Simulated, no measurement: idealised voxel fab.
This section sets out a process module, namely voxel spacer lines.
The cross-section on display is named cut; it measures 265 nm wide, and its cells are 5 nm squares.
The cross-sections in this document take the form of a grid made of square cells. They are written out as bands, in order from top to bottom. Each band consists of one or more rows of cells. Within each band entry, the heights of the top and of the bottom of the band appear first, in that order and in nm; the materials of the band then follow from left to right, each with its corresponding width in nm. The designation "all across" on a single material indicates that it fills the band from edge to edge; the designation "blank" indicates empty space. Height is counted from the level 0, under which the received wafer is composed throughout of one material. The lowest of the bands is not closed at the bottom but continues downward, in the notation "top 0, no bottom". Per-row width for "30..40": begins at first number (top row of band), ends at second number (bottom row), increment between rows held constant. "no change" (step): cross-section cells unchanged, all of them. Closed empty spaces (no open way to the top) of 8 cells or more are what "Enclosed cavity list" lists, each as width x height at distance from the left edge, nm for all three. On each step's line, the part that comes after the settings is the simulator's own comment on the step. A step's line can hold "overlay nm"; with a mask on that step, the setting says how far right of the planned place the mask lay, while a negative setting says it lay to the left.
Steps in the process plan:
step 1: RECEIVE [material Si]
step 2: CONFORMAL_DEP [material Al2O3] [thk nm 10]
step 3: DIRECTIONAL_DEP [material TiN] [thk nm 10]
step 4: DIRECTIONAL_DEP [material aC] [thk nm 25]
step 5: PATTERN [tone cover] [mask id MANDREL] [material resist] [width nm 20] [pitch nm 70] [thk nm 35] [overlay nm 0]
step 6: DIRECTIONAL_ETCH [etch materials aC] [depth nm 25]
step 7: STRIP [etch materials resist]
step 8: CONFORMAL_DEP [material SiO2] [thk nm 15]
step 9: DIRECTIONAL_ETCH [etch materials SiO2] [depth nm 15]
step 10: STRIP [etch materials aC]
step 11: DIRECTIONAL_ETCH [etch materials TiN] [depth nm 10]
step 12: STRIP [etch materials SiO2]
Cross-sectional view of the wafer in its as-received condition, corresponding to the state after step 1:
> top 0, no bottom | Si all across
> Enclosed cavity list: none
This is how the wafer looks in cross-section once the module is done, given the starting state and plan above and one mistake in carrying the plan out:
> top 20, bottom 10 | 40 blank / 10 TiN / 20 blank / 10 TiN / 30 blank / 10 TiN / 20 blank / 10 TiN / 30 blank / 10 TiN / 20 blank / 10 TiN / 45 blank
> top 10, bottom 0 | Al2O3 all across
> top 0, no bottom | Si all across
> Enclosed cavity list: none
Error vs. plan: heads up, step 8 didn't go per plan, it actually ran as CONFORMAL_DEP [material SiO2] [thk nm 10]
